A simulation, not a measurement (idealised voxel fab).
process module | voxel self aligned vias
cross-section cut | 295 nm wide | cells 5 nm
A cross-section is a grid of square cells, given in bands from the top down. A band is one or more rows of cells.
Each band's line starts with the height of the band's top and of its bottom, in nm. Then come its materials from left to right, each with its width in nm. One material with "throughout" fills the band from edge to edge. "air" is empty space.
Height 0 is the level under which the wafer as received is all one material. The lowest band goes on downwards, as in "0 down".
A width such as "30 to 40" changes by the same amount from each row of cells to the next, from the band's top row to its bottom row.
"no change" after a step means that no cell of the cross-section changed.
closed voids: empty space of 8 cells or more with no open way to the top, each as width x height at its distance from the left edge, in nm
after a step's settings: what the simulator itself notes on the step
overlay nm, on a step with a mask: how far to the right of its planned place the mask lay; to the left if negative
plan
1 op RECEIVE | material Si
2 op CONFORMAL_DEP | material SiO2 | thk nm 15
3 op CONFORMAL_DEP | material SiCN | thk nm 5
4 op DIRECTIONAL_DEP | material lowk | thk nm 25
5 op DIRECTIONAL_DEP | material aC | thk nm 15
6 op PATTERN | tone open | mask id LINES | material resist | width nm 25 | pitch nm 60 | thk nm 30 | overlay nm 0
7 op DIRECTIONAL_ETCH | etch materials aC | depth nm 15
8 op STRIP | etch materials resist
9 op DIRECTIONAL_ETCH | etch materials lowk | depth nm 25
10 op STRIP | etch materials aC
11 op CONFORMAL_DEP | material TiN | thk nm 5
12 op FILL_DEP | material Ru | thk nm 10
13 op CMP | height nm 45
14 op SELECTIVE_ETCH | etch materials W Ru TiN | depth nm 5
15 op FILL_DEP | material SiN | thk nm 5
16 op CMP | height nm 45
17 op DIRECTIONAL_DEP | material lowk | thk nm 15
18 op PATTERN | tone open | mask id VIAS | material resist | width nm 45 | pitch nm 60 | thk nm 15 | overlay nm 0
19 op DIRECTIONAL_ETCH | etch materials lowk | depth nm 15
20 op DIRECTIONAL_ETCH | etch materials SiN | depth nm 5
21 op STRIP | etch materials resist
22 op CONFORMAL_DEP | material TiN | thk nm 5
23 op FILL_DEP | material Ru | thk nm 10
24 op CMP | height nm 60
25 op CONFORMAL_DEP | material SiN | thk nm 5
first wafer, as planned
as received, after step 1
  0 down: Si throughout
  closed voids: none
after step 2
  15 to 0: SiO2 throughout
  below 0: unchanged
after step 3
  20 to 15: SiCN throughout
  below 15: unchanged
after step 4
  45 to 20: lowk throughout
  below 20: unchanged
after step 5
  60 to 45: aC throughout
  below 45: unchanged
after step 6
  90 to 60: resist 75 | air 25 | resist 35 | air 25 | resist 35 | air 25 | resist 75
  below 60: unchanged
after step 7
  75 to 60: resist 75 | air 25 | resist 35 | air 25 | resist 35 | air 25 | resist 75
  60 to 45: aC 75 | air 25 | aC 35 | air 25 | aC 35 | air 25 | aC 75
  below 45: unchanged
after step 8
  60 to 45: aC 75 | air 25 | aC 35 | air 25 | aC 35 | air 25 | aC 75
  below 45: unchanged
after step 9
  60 to 45: aC 75 | air 25 | aC 35 | air 25 | aC 35 | air 25 | aC 75
  45 to 20: lowk 75 | air 25 | lowk 35 | air 25 | lowk 35 | air 25 | lowk 75
  below 20: unchanged
after step 10
  45 to 20: lowk 75 | air 25 | lowk 35 | air 25 | lowk 35 | air 25 | lowk 75
  below 20: unchanged
after step 11
  50 to 45: TiN 80 | air 15 | TiN 45 | air 15 | TiN 45 | air 15 | TiN 80
  45 to 25: lowk 75 | TiN 5 | air 15 | TiN 5 | lowk 35 | TiN 5 | air 15 | TiN 5 | lowk 35 | TiN 5 | air 15 | TiN 5 | lowk 75
  25 to 20: lowk 75 | TiN 25 | lowk 35 | TiN 25 | lowk 35 | TiN 25 | lowk 75
  below 20: unchanged
after step 12
  60 to 50: Ru throughout
  50 to 45: TiN 80 | Ru 15 | TiN 45 | Ru 15 | TiN 45 | Ru 15 | TiN 80
  45 to 25: lowk 75 | TiN 5 | Ru 15 | TiN 5 | lowk 35 | TiN 5 | Ru 15 | TiN 5 | lowk 35 | TiN 5 | Ru 15 | TiN 5 | lowk 75
  below 25: unchanged
after step 13
  45 to 25: lowk 75 | TiN 5 | Ru 15 | TiN 5 | lowk 35 | TiN 5 | Ru 15 | TiN 5 | lowk 35 | TiN 5 | Ru 15 | TiN 5 | lowk 75
  below 25: unchanged
after step 14
  45 to 40: lowk 75 | air 25 | lowk 35 | air 25 | lowk 35 | air 25 | lowk 75
  below 40: unchanged
after step 15
  50 to 45: SiN throughout
  45 to 40: lowk 75 | SiN 25 | lowk 35 | SiN 25 | lowk 35 | SiN 25 | lowk 75
  below 40: unchanged
after step 16
  45 to 40: lowk 75 | SiN 25 | lowk 35 | SiN 25 | lowk 35 | SiN 25 | lowk 75
  below 40: unchanged
after step 17
  60 to 45: lowk throughout
  below 45: unchanged
after step 18
  75 to 60: resist 65 | air 45 | resist 15 | air 45 | resist 15 | air 45 | resist 65
  below 60: unchanged
after step 19
  75 to 60: resist 65 | air 45 | resist 15 | air 45 | resist 15 | air 45 | resist 65
  60 to 45: lowk 65 | air 45 | lowk 15 | air 45 | lowk 15 | air 45 | lowk 65
  below 45: unchanged
after step 20
  75 to 60: resist 65 | air 45 | resist 15 | air 45 | resist 15 | air 45 | resist 65
  60 to 45: lowk 65 | air 45 | lowk 15 | air 45 | lowk 15 | air 45 | lowk 65
  45 to 40: lowk 75 | air 25 | lowk 35 | air 25 | lowk 35 | air 25 | lowk 75
  below 40: unchanged
after step 21
  60 to 45: lowk 65 | air 45 | lowk 15 | air 45 | lowk 15 | air 45 | lowk 65
  below 45: unchanged
after step 22
  65 to 60: TiN 70 | air 35 | TiN 25 | air 35 | TiN 25 | air 35 | TiN 70
  60 to 50: lowk 65 | TiN 5 | air 35 | TiN 5 | lowk 15 | TiN 5 | air 35 | TiN 5 | lowk 15 | TiN 5 | air 35 | TiN 5 | lowk 65
  50 to 45: lowk 65 | TiN 15 | air 15 | TiN 15 | lowk 15 | TiN 15 | air 15 | TiN 15 | lowk 15 | TiN 15 | air 15 | TiN 15 | lowk 65
  45 to 40: lowk 75 | TiN 25 | lowk 35 | TiN 25 | lowk 35 | TiN 25 | lowk 75
  below 40: unchanged
after step 23
  75 to 65: Ru throughout
  65 to 60: TiN 70 | Ru 35 | TiN 25 | Ru 35 | TiN 25 | Ru 35 | TiN 70
  60 to 50: lowk 65 | TiN 5 | Ru 35 | TiN 5 | lowk 15 | TiN 5 | Ru 35 | TiN 5 | lowk 15 | TiN 5 | Ru 35 | TiN 5 | lowk 65
  50 to 45: lowk 65 | TiN 15 | Ru 15 | TiN 15 | lowk 15 | TiN 15 | Ru 15 | TiN 15 | lowk 15 | TiN 15 | Ru 15 | TiN 15 | lowk 65
  below 45: unchanged
after step 24
  60 to 50: lowk 65 | TiN 5 | Ru 35 | TiN 5 | lowk 15 | TiN 5 | Ru 35 | TiN 5 | lowk 15 | TiN 5 | Ru 35 | TiN 5 | lowk 65
  below 50: unchanged
after step 25
  65 to 60: SiN throughout
  below 60: unchanged
second wafer: like start, like plan, one mistake. Through step 2 it matches the first wafer
when step 3 should have ended
  40 to 15: lowk throughout
  below 15: unchanged
when step 4 should have ended
  45 to 40: SiCN throughout
  below 40: unchanged
when step 5 should have ended
  60 to 45: aC throughout
  below 45: unchanged
when step 6 should have ended
  90 to 60: resist 75 | air 25 | resist 35 | air 25 | resist 35 | air 25 | resist 75
  below 60: unchanged
when step 7 should have ended
  75 to 60: resist 75 | air 25 | resist 35 | air 25 | resist 35 | air 25 | resist 75
  60 to 45: aC 75 | air 25 | aC 35 | air 25 | aC 35 | air 25 | aC 75
  below 45: unchanged
when step 8 should have ended
  60 to 45: aC 75 | air 25 | aC 35 | air 25 | aC 35 | air 25 | aC 75
  below 45: unchanged
when step 9 should have ended: no change
when step 10 should have ended
  45 to 40: SiCN throughout
  below 40: unchanged
when step 11 should have ended
  50 to 45: TiN throughout
  below 45: unchanged
when step 12 should have ended
  60 to 50: Ru throughout
  below 50: unchanged
when step 13 should have ended
  45 to 40: SiCN throughout
  below 40: unchanged
when step 14 should have ended: no change
when step 15 should have ended
  50 to 45: SiN throughout
  below 45: unchanged
when step 16 should have ended
  45 to 40: SiCN throughout
  below 40: unchanged
when step 17 should have ended
  60 to 45: lowk throughout
  below 45: unchanged
when step 18 should have ended
  75 to 60: resist 65 | air 45 | resist 15 | air 45 | resist 15 | air 45 | resist 65
  below 60: unchanged
when step 19 should have ended
  75 to 60: resist 65 | air 45 | resist 15 | air 45 | resist 15 | air 45 | resist 65
  60 to 45: lowk 65 | air 45 | lowk 15 | air 45 | lowk 15 | air 45 | lowk 65
  below 45: unchanged
when step 20 should have ended: no change
when step 21 should have ended
  60 to 45: lowk 65 | air 45 | lowk 15 | air 45 | lowk 15 | air 45 | lowk 65
  below 45: unchanged
when step 22 should have ended
  65 to 60: TiN 70 | air 35 | TiN 25 | air 35 | TiN 25 | air 35 | TiN 70
  60 to 50: lowk 65 | TiN 5 | air 35 | TiN 5 | lowk 15 | TiN 5 | air 35 | TiN 5 | lowk 15 | TiN 5 | air 35 | TiN 5 | lowk 65
  50 to 45: lowk 65 | TiN 45 | lowk 15 | TiN 45 | lowk 15 | TiN 45 | lowk 65
  below 45: unchanged
when step 23 should have ended
  75 to 65: Ru throughout
  65 to 60: TiN 70 | Ru 35 | TiN 25 | Ru 35 | TiN 25 | Ru 35 | TiN 70
  60 to 50: lowk 65 | TiN 5 | Ru 35 | TiN 5 | lowk 15 | TiN 5 | Ru 35 | TiN 5 | lowk 15 | TiN 5 | Ru 35 | TiN 5 | lowk 65
  below 50: unchanged
when step 24 should have ended
  60 to 50: lowk 65 | TiN 5 | Ru 35 | TiN 5 | lowk 15 | TiN 5 | Ru 35 | TiN 5 | lowk 15 | TiN 5 | Ru 35 | TiN 5 | lowk 65
  below 50: unchanged
when step 25 should have ended
  65 to 60: SiN throughout
  below 60: unchanged
what went wrong: steps 3 and 4 were swapped
at the end the second wafer has, in cells: 36 fewer of Ru | 39 fewer of TiN | 75 more of lowk
